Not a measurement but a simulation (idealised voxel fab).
Process module in this document: voxel spacer lines
The cross-section shown here is cut; it is 275 nm wide and divided into square cells measuring 5 nm on a side.
If you're reading a cross-section in this doc, picture square cells in a grid; it comes to you as bands, top ones listed first down to the bottom, and a band can be one or more rows of cells. This entry defines a band. It first specifies the height of the band's top and the height of its bottom in nm, and then specifies the band's materials from left to right, stating each material with its width in nm. The word "throughout" identifies a single material that fills the band from edge to edge, while the word "empty" identifies empty space. Where do heights start? At 0: under that level the wafer as delivered is made of one material only. And the lowest band has no floor; it just carries on downward, as in "0 nm and below". So if you see something like "30->40" for the width, read it as the top row of the band sitting at the first number and the bottom row at the second, with every row in between moving by the same amount as the last. Key: "no change occurred" - step with no changed cell in the cross-section. The label "Closed void catalog" introduces a list of the empty spaces, 8 cells or larger, that have no open way up to the top; each entry in it reads width x height at distance, where the distance is taken from the left edge and all three are stated in nm. On a step's line, text after the settings is the simulator commenting on that step. The line of a step may include "overlay nm". On a step with a mask, this value is how far to the right of its planned place the mask lay. A negative value means the mask lay to the left. Pairs from here to the end. Each: cross-section before one process step, cross-section after it, the latter only as far down as the lowest band that changed. Under each: the step between, and its settings. Mind that the pairs may be taken from different runs of this module on the same starting wafer; whether a pair continues from the pair above depends on its entry headed "Pre-step cross-section", and it does only where that entry says so.
**Pre-step cross-section**
    0 nm and below | Si throughout
    Closed void catalog: none
**Structure After Step**
    5 nm to 0 nm | Al2O3 throughout
    Everything below 0 is unchanged.
    Closed void catalog: none
The cross-sections above show the structure before and after this step: CONFORMAL_DEP, material Al2O3, thk nm 5
Pre-step cross-section: This step starts from the configuration shown after the step in the pair immediately above.
**Structure After Step**
    20 nm to 5 nm | polySi throughout
    Everything below 5 is unchanged.
    Closed void catalog: none
The cross-sections above show the structure before and after this step: DIRECTIONAL_DEP, material polySi, thk nm 15
Pre-step cross-section: This step starts from the configuration shown after the step in the pair immediately above.
**Structure After Step**
    40 nm to 20 nm | aC throughout
    Everything below 20 is unchanged.
    Closed void catalog: none
The cross-sections above show the structure before and after this step: DIRECTIONAL_DEP, material aC, thk nm 20
Pre-step cross-section: This step starts from the configuration shown after the step in the pair immediately above.
**Structure After Step**
    65 nm to 40 nm | empty (105) / resist (15) / empty (35) / resist (15) / empty (105)
    Everything below 40 is unchanged.
    Closed void catalog: none
The cross-sections above show the structure before and after this step: PATTERN, tone cover, mask id MANDREL, material resist, width nm 15, pitch nm 50, thk nm 25, overlay nm 0
Pre-step cross-section: This step starts from the configuration shown after the step in the pair immediately above.
**Structure After Step**
    45 nm to 40 nm | empty (105) / resist (15) / empty (35) / resist (15) / empty (105)
    40 nm to 20 nm | empty (105) / aC (15) / empty (35) / aC (15) / empty (105)
    Everything below 20 is unchanged.
    Closed void catalog: none
The cross-sections above show the structure before and after this step: DIRECTIONAL_ETCH, etch materials aC, depth nm 20
Pre-step cross-section: This step starts from the configuration shown after the step in the pair immediately above.
**Structure After Step**
    40 nm to 20 nm | empty (105) / aC (15) / empty (35) / aC (15) / empty (105)
    Everything below 20 is unchanged.
    Closed void catalog: none
The cross-sections above show the structure before and after this step: STRIP, etch materials resist
Pre-step cross-section: This step starts from the configuration shown after the step in the pair immediately above.
**Structure After Step**
    50 nm to 40 nm | empty (95) / SiO2 (35) / empty (15) / SiO2 (35) / empty (95)
    40 nm to 30 nm | empty (95) / SiO2 (10) / aC (15) / SiO2 (10) / empty (15) / SiO2 (10) / aC (15) / SiO2 (10) / empty (95)
    30 nm to 20 nm | SiO2 (105) / aC (15) / SiO2 (35) / aC (15) / SiO2 (105)
    Everything below 20 is unchanged.
    Closed void catalog: none
The cross-sections above show the structure before and after this step: CONFORMAL_DEP, material SiO2, thk nm 10
Pre-step cross-section: This step starts from the configuration shown after the step in the pair immediately above.
**Structure After Step**
    40 nm to 20 nm | empty (95) / SiO2 (10) / aC (15) / SiO2 (10) / empty (15) / SiO2 (10) / aC (15) / SiO2 (10) / empty (95)
    Everything below 20 is unchanged.
    Closed void catalog: none
The cross-sections above show the structure before and after this step: DIRECTIONAL_ETCH, etch materials SiO2, depth nm 10
Pre-step cross-section: This step starts from the configuration shown after the step in the pair immediately above.
**Structure After Step**
    40 nm to 20 nm | empty (95) / SiO2 (10) / empty (15) / SiO2 (10) / empty (15) / SiO2 (10) / empty (15) / SiO2 (10) / empty (95)
    Everything below 20 is unchanged.
    Closed void catalog: none
The cross-sections above show the structure before and after this step: STRIP, etch materials aC
Pre-step cross-section: This step starts from the configuration shown after the step in the pair immediately above.
**Structure After Step**
    40 nm to 20 nm | empty (95) / SiO2 (10) / empty (15) / SiO2 (10) / empty (15) / SiO2 (10) / empty (15) / SiO2 (10) / empty (95)
    20 nm to 5 nm | empty (95) / polySi (10) / empty (15) / polySi (10) / empty (15) / polySi (10) / empty (15) / polySi (10) / empty (95)
    Everything below 5 is unchanged.
    Closed void catalog: none
The cross-sections above show the structure before and after this step: DIRECTIONAL_ETCH, etch materials polySi, depth nm 15
Pre-step cross-section: This step starts from the configuration shown after the step in the pair immediately above.
**Structure After Step**
    20 nm to 5 nm | empty (95) / polySi (10) / empty (15) / polySi (10) / empty (15) / polySi (10) / empty (15) / polySi (10) / empty (95)
    Everything below 5 is unchanged.
    Closed void catalog: none
The cross-sections above show the structure before and after this step: STRIP, etch materials SiO2
**Pre-step cross-section**
    0 nm and below | Si throughout
    Closed void catalog: none
**Structure After Step**
    15 nm to 0 nm | polySi throughout
    Everything below 0 is unchanged.
    Closed void catalog: none
The cross-sections above show the structure before and after this step: DIRECTIONAL_DEP, material polySi, thk nm 15
Pre-step cross-section: This step starts from the configuration shown after the step in the pair immediately above.
**Structure After Step**
    35 nm to 15 nm | aC throughout
    Everything below 15 is unchanged.
    Closed void catalog: none
The cross-sections above show the structure before and after this step: DIRECTIONAL_DEP, material aC, thk nm 20
Pre-step cross-section: This step starts from the configuration shown after the step in the pair immediately above.
**Structure After Step**
    60 nm to 35 nm | empty (105) / resist (15) / empty (35) / resist (15) / empty (105)
    Everything below 35 is unchanged.
    Closed void catalog: none
The cross-sections above show the structure before and after this step: PATTERN, tone cover, mask id MANDREL, material resist, width nm 15, pitch nm 50, thk nm 25, overlay nm 0
Pre-step cross-section: This step starts from the configuration shown after the step in the pair immediately above.
**Structure After Step**
    40 nm to 35 nm | empty (105) / resist (15) / empty (35) / resist (15) / empty (105)
    35 nm to 15 nm | empty (105) / aC (15) / empty (35) / aC (15) / empty (105)
    Everything below 15 is unchanged.
    Closed void catalog: none
The cross-sections above show the structure before and after this step: DIRECTIONAL_ETCH, etch materials aC, depth nm 20
Pre-step cross-section: This step starts from the configuration shown after the step in the pair immediately above.
**Structure After Step**
    35 nm to 15 nm | empty (105) / aC (15) / empty (35) / aC (15) / empty (105)
    Everything below 15 is unchanged.
    Closed void catalog: none
The cross-sections above show the structure before and after this step: STRIP, etch materials resist
Pre-step cross-section: This step starts from the configuration shown after the step in the pair immediately above.
**Structure After Step**
    45 nm to 35 nm | empty (95) / SiO2 (35) / empty (15) / SiO2 (35) / empty (95)
    35 nm to 25 nm | empty (95) / SiO2 (10) / aC (15) / SiO2 (10) / empty (15) / SiO2 (10) / aC (15) / SiO2 (10) / empty (95)
    25 nm to 15 nm | SiO2 (105) / aC (15) / SiO2 (35) / aC (15) / SiO2 (105)
    Everything below 15 is unchanged.
    Closed void catalog: none
The cross-sections above show the structure before and after this step: CONFORMAL_DEP, material SiO2, thk nm 10
Pre-step cross-section: This step starts from the configuration shown after the step in the pair immediately above.
**Structure After Step**
    35 nm to 15 nm | empty (95) / SiO2 (10) / aC (15) / SiO2 (10) / empty (15) / SiO2 (10) / aC (15) / SiO2 (10) / empty (95)
    Everything below 15 is unchanged.
    Closed void catalog: none
The cross-sections above show the structure before and after this step: DIRECTIONAL_ETCH, etch materials SiO2, depth nm 10
Pre-step cross-section: This step starts from the configuration shown after the step in the pair immediately above.
**Structure After Step**
    35 nm to 15 nm | empty (95) / SiO2 (10) / empty (15) / SiO2 (10) / empty (15) / SiO2 (10) / empty (15) / SiO2 (10) / empty (95)
    Everything below 15 is unchanged.
    Closed void catalog: none
The cross-sections above show the structure before and after this step: STRIP, etch materials aC
Pre-step cross-section: This step starts from the configuration shown after the step in the pair immediately above.
**Structure After Step**
    35 nm to 15 nm | empty (95) / SiO2 (10) / empty (15) / SiO2 (10) / empty (15) / SiO2 (10) / empty (15) / SiO2 (10) / empty (95)
    15 nm to 0 nm | empty (95) / polySi (10) / empty (15) / polySi (10) / empty (15) / polySi (10) / empty (15) / polySi (10) / empty (95)
    Everything below 0 is unchanged.
    Closed void catalog: none
The cross-sections above show the structure before and after this step: DIRECTIONAL_ETCH, etch materials polySi, depth nm 15
Pre-step cross-section: This step starts from the configuration shown after the step in the pair immediately above.
**Structure After Step**
    15 nm to 0 nm | empty (95) / polySi (10) / empty (15) / polySi (10) / empty (15) / polySi (10) / empty (15) / polySi (10) / empty (95)
    Everything below 0 is unchanged.
    Closed void catalog: none
The cross-sections above show the structure before and after this step: STRIP, etch materials SiO2
**Pre-step cross-section**
    20 nm to 5 nm | polySi throughout
    5 nm to 0 nm | Al2O3 throughout
    0 nm and below | Si throughout
    Closed void catalog: none
**Structure After Step**
    35 nm to 5 nm | polySi throughout
    Everything below 5 is unchanged.
    Closed void catalog: none
The cross-sections above show the structure before and after this step: DIRECTIONAL_DEP, material polySi, thk nm 15
Pre-step cross-section: This step starts from the configuration shown after the step in the pair immediately above.
**Structure After Step**
    55 nm to 35 nm | aC throughout
    Everything below 35 is unchanged.
    Closed void catalog: none
The cross-sections above show the structure before and after this step: DIRECTIONAL_DEP, material aC, thk nm 20
Pre-step cross-section: This step starts from the configuration shown after the step in the pair immediately above.
**Structure After Step**
    80 nm to 55 nm | empty (105) / resist (15) / empty (35) / resist (15) / empty (105)
    Everything below 55 is unchanged.
    Closed void catalog: none
The cross-sections above show the structure before and after this step: PATTERN, tone cover, mask id MANDREL, material resist, width nm 15, pitch nm 50, thk nm 25, overlay nm 0
Pre-step cross-section: This step starts from the configuration shown after the step in the pair immediately above.
**Structure After Step**
    60 nm to 55 nm | empty (105) / resist (15) / empty (35) / resist (15) / empty (105)
    55 nm to 35 nm | empty (105) / aC (15) / empty (35) / aC (15) / empty (105)
    Everything below 35 is unchanged.
    Closed void catalog: none
The cross-sections above show the structure before and after this step: DIRECTIONAL_ETCH, etch materials aC, depth nm 20
Pre-step cross-section: This step starts from the configuration shown after the step in the pair immediately above.
**Structure After Step**
    55 nm to 35 nm | empty (105) / aC (15) / empty (35) / aC (15) / empty (105)
    Everything below 35 is unchanged.
    Closed void catalog: none
The cross-sections above show the structure before and after this step: STRIP, etch materials resist
Pre-step cross-section: This step starts from the configuration shown after the step in the pair immediately above.
**Structure After Step**
    65 nm to 55 nm | empty (95) / SiO2 (35) / empty (15) / SiO2 (35) / empty (95)
    55 nm to 45 nm | empty (95) / SiO2 (10) / aC (15) / SiO2 (10) / empty (15) / SiO2 (10) / aC (15) / SiO2 (10) / empty (95)
    45 nm to 35 nm | SiO2 (105) / aC (15) / SiO2 (35) / aC (15) / SiO2 (105)
    Everything below 35 is unchanged.
    Closed void catalog: none
The cross-sections above show the structure before and after this step: CONFORMAL_DEP, material SiO2, thk nm 10
Pre-step cross-section: This step starts from the configuration shown after the step in the pair immediately above.
**Structure After Step**
    55 nm to 35 nm | empty (95) / SiO2 (10) / aC (15) / SiO2 (10) / empty (15) / SiO2 (10) / aC (15) / SiO2 (10) / empty (95)
    Everything below 35 is unchanged.
    Closed void catalog: none
The cross-sections above show the structure before and after this step: DIRECTIONAL_ETCH, etch materials SiO2, depth nm 10
Pre-step cross-section: This step starts from the configuration shown after the step in the pair immediately above.
**Structure After Step**
    55 nm to 35 nm | empty (95) / SiO2 (10) / empty (15) / SiO2 (10) / empty (15) / SiO2 (10) / empty (15) / SiO2 (10) / empty (95)
    Everything below 35 is unchanged.
    Closed void catalog: none
The cross-sections above show the structure before and after this step: STRIP, etch materials aC
Pre-step cross-section: This step starts from the configuration shown after the step in the pair immediately above.
**Structure After Step**
    55 nm to 35 nm | empty (95) / SiO2 (10) / empty (15) / SiO2 (10) / empty (15) / SiO2 (10) / empty (15) / SiO2 (10) / empty (95)
    35 nm to 20 nm | empty (95) / polySi (10) / empty (15) / polySi (10) / empty (15) / polySi (10) / empty (15) / polySi (10) / empty (95)
    Everything below 20 is unchanged.
    Closed void catalog: none
The cross-sections above show the structure before and after this step: DIRECTIONAL_ETCH, etch materials polySi, depth nm 15
Pre-step cross-section: This step starts from the configuration shown after the step in the pair immediately above.
**Structure After Step**
    35 nm to 20 nm | empty (95) / polySi (10) / empty (15) / polySi (10) / empty (15) / polySi (10) / empty (15) / polySi (10) / empty (95)
    Everything below 20 is unchanged.
    Closed void catalog: none
The cross-sections above show the structure before and after this step: STRIP, etch materials SiO2
**Pre-step cross-section**
    40 nm to 20 nm | empty (95) / SiO2 (10) / aC (15) / SiO2 (10) / empty (15) / SiO2 (10) / aC (15) / SiO2 (10) / empty (95)
    20 nm to 5 nm | polySi throughout
    5 nm to 0 nm | Al2O3 throughout
    0 nm and below | Si throughout
    Closed void catalog: none
**Structure After Step**
    40 nm to 20 nm | empty (95) / SiO2 (10) / aC (15) / SiO2 (10) / empty (15) / SiO2 (10) / aC (15) / SiO2 (10) / empty (95)
    20 nm to 5 nm | empty (95) / polySi (35) / empty (15) / polySi (35) / empty (95)
    Everything below 5 is unchanged.
    Closed void catalog: none
The cross-sections above show the structure before and after this step: DIRECTIONAL_ETCH, etch materials polySi, depth nm 15
Pre-step cross-section: This step starts from the configuration shown after the step in the pair immediately above.
**Structure After Step**
    40 nm to 20 nm | empty (95) / SiO2 (10) / empty (15) / SiO2 (10) / empty (15) / SiO2 (10) / empty (15) / SiO2 (10) / empty (95)
    Everything below 20 is unchanged.
    Closed void catalog: none
The cross-sections above show the structure before and after this step: STRIP, etch materials aC
Pre-step cross-section: This step starts from the configuration shown after the step in the pair immediately above.
**Structure After Step**
    20 nm to 5 nm | empty (95) / polySi (35) / empty (15) / polySi (35) / empty (95)
    Everything below 5 is unchanged.
    Closed void catalog: none
The cross-sections above show the structure before and after this step: STRIP, etch materials SiO2
**Pre-step cross-section**
    0 nm and below | Si throughout
    Closed void catalog: none
**Structure After Step**
    15 nm to 0 nm | Al2O3 throughout
    Everything below 0 is unchanged.
    Closed void catalog: none
The cross-sections above show the structure before and after this step: CONFORMAL_DEP, material Al2O3, thk nm 15
Pre-step cross-section: This step starts from the configuration shown after the step in the pair immediately above.
**Structure After Step**
    30 nm to 15 nm | polySi throughout
    Everything below 15 is unchanged.
    Closed void catalog: none
The cross-sections above show the structure before and after this step: DIRECTIONAL_DEP, material polySi, thk nm 15
Pre-step cross-section: This step starts from the configuration shown after the step in the pair immediately above.
**Structure After Step**
    50 nm to 30 nm | aC throughout
    Everything below 30 is unchanged.
    Closed void catalog: none
The cross-sections above show the structure before and after this step: DIRECTIONAL_DEP, material aC, thk nm 20
Pre-step cross-section: This step starts from the configuration shown after the step in the pair immediately above.
**Structure After Step**
    75 nm to 50 nm | empty (105) / resist (15) / empty (35) / resist (15) / empty (105)
    Everything below 50 is unchanged.
    Closed void catalog: none
The cross-sections above show the structure before and after this step: PATTERN, tone cover, mask id MANDREL, material resist, width nm 15, pitch nm 50, thk nm 25, overlay nm 0
Pre-step cross-section: This step starts from the configuration shown after the step in the pair immediately above.
**Structure After Step**
    55 nm to 50 nm | empty (105) / resist (15) / empty (35) / resist (15) / empty (105)
    50 nm to 30 nm | empty (105) / aC (15) / empty (35) / aC (15) / empty (105)
    Everything below 30 is unchanged.
    Closed void catalog: none
The cross-sections above show the structure before and after this step: DIRECTIONAL_ETCH, etch materials aC, depth nm 20
Pre-step cross-section: This step starts from the configuration shown after the step in the pair immediately above.
**Structure After Step**
    50 nm to 30 nm | empty (105) / aC (15) / empty (35) / aC (15) / empty (105)
    Everything below 30 is unchanged.
    Closed void catalog: none
The cross-sections above show the structure before and after this step: STRIP, etch materials resist
Pre-step cross-section: This step starts from the configuration shown after the step in the pair immediately above.
**Structure After Step**
    60 nm to 50 nm | empty (95) / SiO2 (35) / empty (15) / SiO2 (35) / empty (95)
    50 nm to 40 nm | empty (95) / SiO2 (10) / aC (15) / SiO2 (10) / empty (15) / SiO2 (10) / aC (15) / SiO2 (10) / empty (95)
    40 nm to 30 nm | SiO2 (105) / aC (15) / SiO2 (35) / aC (15) / SiO2 (105)
    Everything below 30 is unchanged.
    Closed void catalog: none
The cross-sections above show the structure before and after this step: CONFORMAL_DEP, material SiO2, thk nm 10
Pre-step cross-section: This step starts from the configuration shown after the step in the pair immediately above.
**Structure After Step**
    50 nm to 30 nm | empty (95) / SiO2 (10) / aC (15) / SiO2 (10) / empty (15) / SiO2 (10) / aC (15) / SiO2 (10) / empty (95)
    Everything below 30 is unchanged.
    Closed void catalog: none
The cross-sections above show the structure before and after this step: DIRECTIONAL_ETCH, etch materials SiO2, depth nm 10
Pre-step cross-section: This step starts from the configuration shown after the step in the pair immediately above.
**Structure After Step**
    50 nm to 30 nm | empty (95) / SiO2 (10) / empty (15) / SiO2 (10) / empty (15) / SiO2 (10) / empty (15) / SiO2 (10) / empty (95)
    Everything below 30 is unchanged.
    Closed void catalog: none
The cross-sections above show the structure before and after this step: STRIP, etch materials aC
Pre-step cross-section: This step starts from the configuration shown after the step in the pair immediately above.
**Structure After Step**
    50 nm to 30 nm | empty (95) / SiO2 (10) / empty (15) / SiO2 (10) / empty (15) / SiO2 (10) / empty (15) / SiO2 (10) / empty (95)
    30 nm to 15 nm | empty (95) / polySi (10) / empty (15) / polySi (10) / empty (15) / polySi (10) / empty (15) / polySi (10) / empty (95)
    Everything below 15 is unchanged.
    Closed void catalog: none
The cross-sections above show the structure before and after this step: DIRECTIONAL_ETCH, etch materials polySi, depth nm 15
Pre-step cross-section: This step starts from the configuration shown after the step in the pair immediately above.
**Structure After Step**
    30 nm to 15 nm | empty (95) / polySi (10) / empty (15) / polySi (10) / empty (15) / polySi (10) / empty (15) / polySi (10) / empty (95)
    Everything below 15 is unchanged.
    Closed void catalog: none
The cross-sections above show the structure before and after this step: STRIP, etch materials SiO2
**Pre-step cross-section**
    40 nm to 20 nm | aC throughout
    20 nm to 5 nm | polySi throughout
    5 nm to 0 nm | Al2O3 throughout
    0 nm and below | Si throughout
    Closed void catalog: none
**Structure After Step**
    65 nm to 40 nm | empty (100) / resist (25) / empty (25) / resist (25) / empty (100)
    Everything below 40 is unchanged.
    Closed void catalog: none
The cross-sections above show the structure before and after this step: PATTERN, tone cover, mask id MANDREL, material resist, width nm 25, pitch nm 50, thk nm 25, overlay nm 0
Pre-step cross-section: This step starts from the configuration shown after the step in the pair immediately above.
**Structure After Step**
    45 nm to 40 nm | empty (100) / resist (25) / empty (25) / resist (25) / empty (100)
    40 nm to 20 nm | empty (100) / aC (25) / empty (25) / aC (25) / empty (100)
    Everything below 20 is unchanged.
    Closed void catalog: none
The cross-sections above show the structure before and after this step: DIRECTIONAL_ETCH, etch materials aC, depth nm 20
Pre-step cross-section: This step starts from the configuration shown after the step in the pair immediately above.
**Structure After Step**
    40 nm to 20 nm | empty (100) / aC (25) / empty (25) / aC (25) / empty (100)
    Everything below 20 is unchanged.
    Closed void catalog: none
The cross-sections above show the structure before and after this step: STRIP, etch materials resist
Pre-step cross-section: This step starts from the configuration shown after the step in the pair immediately above.
**Structure After Step**
    50 nm to 40 nm | empty (90) / SiO2 (45) / empty (5) / SiO2 (45) / empty (90)
    40 nm to 30 nm | empty (90) / SiO2 (10) / aC (25) / SiO2 (10) / empty (5) / SiO2 (10) / aC (25) / SiO2 (10) / empty (90)
    30 nm to 20 nm | SiO2 (100) / aC (25) / SiO2 (25) / aC (25) / SiO2 (100)
    Everything below 20 is unchanged.
    Closed void catalog: none
The cross-sections above show the structure before and after this step: CONFORMAL_DEP, material SiO2, thk nm 10
Pre-step cross-section: This step starts from the configuration shown after the step in the pair immediately above.
**Structure After Step**
    40 nm to 20 nm | empty (90) / SiO2 (10) / aC (25) / SiO2 (10) / empty (5) / SiO2 (10) / aC (25) / SiO2 (10) / empty (90)
    Everything below 20 is unchanged.
    Closed void catalog: none
The cross-sections above show the structure before and after this step: DIRECTIONAL_ETCH, etch materials SiO2, depth nm 10
Pre-step cross-section: This step starts from the configuration shown after the step in the pair immediately above.
**Structure After Step**
    40 nm to 20 nm | empty (90) / SiO2 (10) / empty (25) / SiO2 (10) / empty (5) / SiO2 (10) / empty (25) / SiO2 (10) / empty (90)
    Everything below 20 is unchanged.
    Closed void catalog: none
The cross-sections above show the structure before and after this step: STRIP, etch materials aC
Pre-step cross-section: This step starts from the configuration shown after the step in the pair immediately above.
**Structure After Step**
    40 nm to 20 nm | empty (90) / SiO2 (10) / empty (25) / SiO2 (10) / empty (5) / SiO2 (10) / empty (25) / SiO2 (10) / empty (90)
    20 nm to 5 nm | empty (90) / polySi (10) / empty (25) / polySi (10) / empty (5) / polySi (10) / empty (25) / polySi (10) / empty (90)
    Everything below 5 is unchanged.
    Closed void catalog: none
The cross-sections above show the structure before and after this step: DIRECTIONAL_ETCH, etch materials polySi, depth nm 15
Pre-step cross-section: This step starts from the configuration shown after the step in the pair immediately above.
**Structure After Step**
    20 nm to 5 nm | empty (90) / polySi (10) / empty (25) / polySi (10) / empty (5) / polySi (10) / empty (25) / polySi (10) / empty (90)
    Everything below 5 is unchanged.
    Closed void catalog: none
The cross-sections above show the structure before and after this step: STRIP, etch materials SiO2
**Pre-step cross-section**
    40 nm to 20 nm | aC throughout
    20 nm to 5 nm | polySi throughout
    5 nm to 0 nm | Al2O3 throughout
    0 nm and below | Si throughout
    Closed void catalog: none
**Structure After Step**
    65 nm to 40 nm | empty (95) / resist (15) / empty (35) / resist (15) / empty (115)
    Everything below 40 is unchanged.
    Closed void catalog: none
The cross-sections above show the structure before and after this step: PATTERN, tone cover, mask id MANDREL, material resist, width nm 15, pitch nm 50, thk nm 25, overlay nm -10
Pre-step cross-section: This step starts from the configuration shown after the step in the pair immediately above.
**Structure After Step**
    45 nm to 40 nm | empty (95) / resist (15) / empty (35) / resist (15) / empty (115)
    40 nm to 20 nm | empty (95) / aC (15) / empty (35) / aC (15) / empty (115)
    Everything below 20 is unchanged.
    Closed void catalog: none
The cross-sections above show the structure before and after this step: DIRECTIONAL_ETCH, etch materials aC, depth nm 20
Pre-step cross-section: This step starts from the configuration shown after the step in the pair immediately above.
**Structure After Step**
    40 nm to 20 nm | empty (95) / aC (15) / empty (35) / aC (15) / empty (115)
    Everything below 20 is unchanged.
    Closed void catalog: none
The cross-sections above show the structure before and after this step: STRIP, etch materials resist
Pre-step cross-section: This step starts from the configuration shown after the step in the pair immediately above.
**Structure After Step**
    50 nm to 40 nm | empty (85) / SiO2 (35) / empty (15) / SiO2 (35) / empty (105)
    40 nm to 30 nm | empty (85) / SiO2 (10) / aC (15) / SiO2 (10) / empty (15) / SiO2 (10) / aC (15) / SiO2 (10) / empty (105)
    30 nm to 20 nm | SiO2 (95) / aC (15) / SiO2 (35) / aC (15) / SiO2 (115)
    Everything below 20 is unchanged.
    Closed void catalog: none
The cross-sections above show the structure before and after this step: CONFORMAL_DEP, material SiO2, thk nm 10
Pre-step cross-section: This step starts from the configuration shown after the step in the pair immediately above.
**Structure After Step**
    40 nm to 20 nm | empty (85) / SiO2 (10) / aC (15) / SiO2 (10) / empty (15) / SiO2 (10) / aC (15) / SiO2 (10) / empty (105)
    Everything below 20 is unchanged.
    Closed void catalog: none
The cross-sections above show the structure before and after this step: DIRECTIONAL_ETCH, etch materials SiO2, depth nm 10
Pre-step cross-section: This step starts from the configuration shown after the step in the pair immediately above.
**Structure After Step**
    40 nm to 20 nm | empty (85) / SiO2 (10) / empty (15) / SiO2 (10) / empty (15) / SiO2 (10) / empty (15) / SiO2 (10) / empty (105)
    Everything below 20 is unchanged.
    Closed void catalog: none
The cross-sections above show the structure before and after this step: STRIP, etch materials aC
Pre-step cross-section: This step starts from the configuration shown after the step in the pair immediately above.
**Structure After Step**
    40 nm to 20 nm | empty (85) / SiO2 (10) / empty (15) / SiO2 (10) / empty (15) / SiO2 (10) / empty (15) / SiO2 (10) / empty (105)
    20 nm to 5 nm | empty (85) / polySi (10) / empty (15) / polySi (10) / empty (15) / polySi (10) / empty (15) / polySi (10) / empty (105)
    Everything below 5 is unchanged.
    Closed void catalog: none
The cross-sections above show the structure before and after this step: DIRECTIONAL_ETCH, etch materials polySi, depth nm 15
Pre-step cross-section: This step starts from the configuration shown after the step in the pair immediately above.
**Structure After Step**
    20 nm to 5 nm | empty (85) / polySi (10) / empty (15) / polySi (10) / empty (15) / polySi (10) / empty (15) / polySi (10) / empty (105)
    Everything below 5 is unchanged.
    Closed void catalog: none
The cross-sections above show the structure before and after this step: STRIP, etch materials SiO2
**Pre-step cross-section**
    20 nm to 5 nm | polySi throughout
    5 nm to 0 nm | Al2O3 throughout
    0 nm and below | Si throughout
    Closed void catalog: none
**Structure After Step**
    40 nm to 20 nm | Al2O3 throughout
    Everything below 20 is unchanged.
    Closed void catalog: none
The cross-sections above show the structure before and after this step: DIRECTIONAL_DEP, material Al2O3, thk nm 20
Pre-step cross-section: This step starts from the configuration shown after the step in the pair immediately above.
**Structure After Step**
    65 nm to 40 nm | empty (105) / resist (15) / empty (35) / resist (15) / empty (105)
    Everything below 40 is unchanged.
    Closed void catalog: none
The cross-sections above show the structure before and after this step: PATTERN, tone cover, mask id MANDREL, material resist, width nm 15, pitch nm 50, thk nm 25, overlay nm 0
Pre-step cross-section: This step starts from the configuration shown after the step in the pair immediately above.
**Structure After Step**
    45 nm to 40 nm | empty (105) / resist (15) / empty (35) / resist (15) / empty (105)
    Everything below 40 is unchanged.
    Closed void catalog: none
The cross-sections above show the structure before and after this step: DIRECTIONAL_ETCH, etch materials aC, depth nm 20
Pre-step cross-section: This step starts from the configuration shown after the step in the pair immediately above.
**Structure After Step**
    40 nm to 20 nm | Al2O3 throughout
    Everything below 20 is unchanged.
    Closed void catalog: none
The cross-sections above show the structure before and after this step: STRIP, etch materials resist
Pre-step cross-section: This step starts from the configuration shown after the step in the pair immediately above.
**Structure After Step**
    50 nm to 40 nm | SiO2 throughout
    Everything below 40 is unchanged.
    Closed void catalog: none
The cross-sections above show the structure before and after this step: CONFORMAL_DEP, material SiO2, thk nm 10
Pre-step cross-section: This step starts from the configuration shown after the step in the pair immediately above.
**Structure After Step**
    40 nm to 20 nm | Al2O3 throughout
    Everything below 20 is unchanged.
    Closed void catalog: none
The cross-sections above show the structure before and after this step: DIRECTIONAL_ETCH, etch materials SiO2, depth nm 10
**Pre-step cross-section**
    40 nm to 20 nm | aC throughout
    20 nm to 5 nm | polySi throughout
    5 nm to 0 nm | Al2O3 throughout
    0 nm and below | Si throughout
    Closed void catalog: none
**Structure After Step**
    65 nm to 40 nm | resist (105) / empty (15) / resist (35) / empty (15) / resist (105)
    Everything below 40 is unchanged.
    Closed void catalog: none
The cross-sections above show the structure before and after this step: PATTERN, tone open, mask id MANDREL, material resist, width nm 15, pitch nm 50, thk nm 25, overlay nm 0
Pre-step cross-section: This step starts from the configuration shown after the step in the pair immediately above.
**Structure After Step**
    45 nm to 40 nm | resist (105) / empty (15) / resist (35) / empty (15) / resist (105)
    40 nm to 20 nm | aC (105) / empty (15) / aC (35) / empty (15) / aC (105)
    Everything below 20 is unchanged.
    Closed void catalog: none
The cross-sections above show the structure before and after this step: DIRECTIONAL_ETCH, etch materials aC, depth nm 20
Pre-step cross-section: This step starts from the configuration shown after the step in the pair immediately above.
**Structure After Step**
    40 nm to 20 nm | aC (105) / empty (15) / aC (35) / empty (15) / aC (105)
    Everything below 20 is unchanged.
    Closed void catalog: none
The cross-sections above show the structure before and after this step: STRIP, etch materials resist
Pre-step cross-section: This step starts from the configuration shown after the step in the pair immediately above.
**Structure After Step**
    50 nm to 40 nm | SiO2 throughout
    40 nm to 20 nm | aC (105) / SiO2 (15) / aC (35) / SiO2 (15) / aC (105)
    Everything below 20 is unchanged.
    Closed void catalog: none
The cross-sections above show the structure before and after this step: CONFORMAL_DEP, material SiO2, thk nm 10
Pre-step cross-section: This step starts from the configuration shown after the step in the pair immediately above.
**Structure After Step**
    40 nm to 20 nm | aC (105) / SiO2 (15) / aC (35) / SiO2 (15) / aC (105)
    Everything below 20 is unchanged.
    Closed void catalog: none
The cross-sections above show the structure before and after this step: DIRECTIONAL_ETCH, etch materials SiO2, depth nm 10
Pre-step cross-section: This step starts from the configuration shown after the step in the pair immediately above.
**Structure After Step**
    40 nm to 20 nm | empty (105) / SiO2 (15) / empty (35) / SiO2 (15) / empty (105)
    Everything below 20 is unchanged.
    Closed void catalog: none
The cross-sections above show the structure before and after this step: STRIP, etch materials aC
Pre-step cross-section: This step starts from the configuration shown after the step in the pair immediately above.
**Structure After Step**
    40 nm to 20 nm | empty (105) / SiO2 (15) / empty (35) / SiO2 (15) / empty (105)
    20 nm to 5 nm | empty (105) / polySi (15) / empty (35) / polySi (15) / empty (105)
    Everything below 5 is unchanged.
    Closed void catalog: none
The cross-sections above show the structure before and after this step: DIRECTIONAL_ETCH, etch materials polySi, depth nm 15
Pre-step cross-section: This step starts from the configuration shown after the step in the pair immediately above.
**Structure After Step**
    20 nm to 5 nm | empty (105) / polySi (15) / empty (35) / polySi (15) / empty (105)
    Everything below 5 is unchanged.
    Closed void catalog: none
The cross-sections above show the structure before and after this step: STRIP, etch materials SiO2
